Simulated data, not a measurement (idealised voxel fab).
The name of this process module is voxel released beams.
The cross-section on display is named cut; it measures 300 nm wide, and its cells are 5 nm squares.
In what follows, cross-sections appear as grids of square cells, described through bands that run from the top down, where every band is one or more rows of cells.
Band: top height; bottom height; in nm. Then, left to right: material with width in nm, for each material. "all across": a single material spanning edge to edge. "empty": empty space.
Beneath 0, the wafer as received is one material, and that level is where height counting begins. The lowest band goes on downward without a bottom; it is written like "0 -> down".
Width: "30->40" (first number = top row, second number = bottom row, same change from row to row of cells).
"no modification" (step): cross-section cells unchanged, all of them.
Any empty space of 8 cells or more lacking an open way to the top shows up in "Non-vented voids" as width x height at distance, distance from the left edge, in nm.
It should be noted that, on the line of a given step, the content following the step's settings is a remark produced by the simulator itself with respect to that step.
When a step includes a mask, the "overlay nm" setting on its line states how far to the right of its planned place that mask lay, and negative values state how far to the left.

Plan:
1,RECEIVE with material Si
2,CONFORMAL_DEP with material Al2O3, thk nm 10
3,DIRECTIONAL_DEP with material SiO2, thk nm 15
4,MASKED_ETCH with tone open, mask id ANCHOR, width nm 35, etch materials SiO2, depth nm 15, overlay nm 0
5,CONFORMAL_DEP with material W, thk nm 10
6,PATTERN with tone cover, mask id BEAM, material resist, width nm 100, thk nm 20, overlay nm 0
7,DIRECTIONAL_ETCH with etch materials W, depth nm 10
8,STRIP with etch materials resist
9,STRIP with etch materials SiO2

Incoming wafer, cross-sectional view, post step 1:
- 0 -> down = Si all across
- Non-vented voids: none

The following cross-section depicts the wafer upon conclusion of the module. Processing commenced from the starting condition illustrated above and adhered to the plan illustrated above, save for one mistake in execution:
- 40 -> 30 = 95 nm empty  15 nm W  15 nm empty  70 nm W  105 nm empty
- 30 -> 25 = 100 nm empty  10 nm W  15 nm empty  10 nm W  165 nm empty
- 25 -> 15 = 100 nm empty  35 nm W  165 nm empty
- 15 -> 0 = Al2O3 all across
- 0 -> down = Si all across
- Non-vented voids: none
What was the processing mistake? step 2 off recipe, ran as CONFORMAL_DEP with material Al2O3, thk nm 15
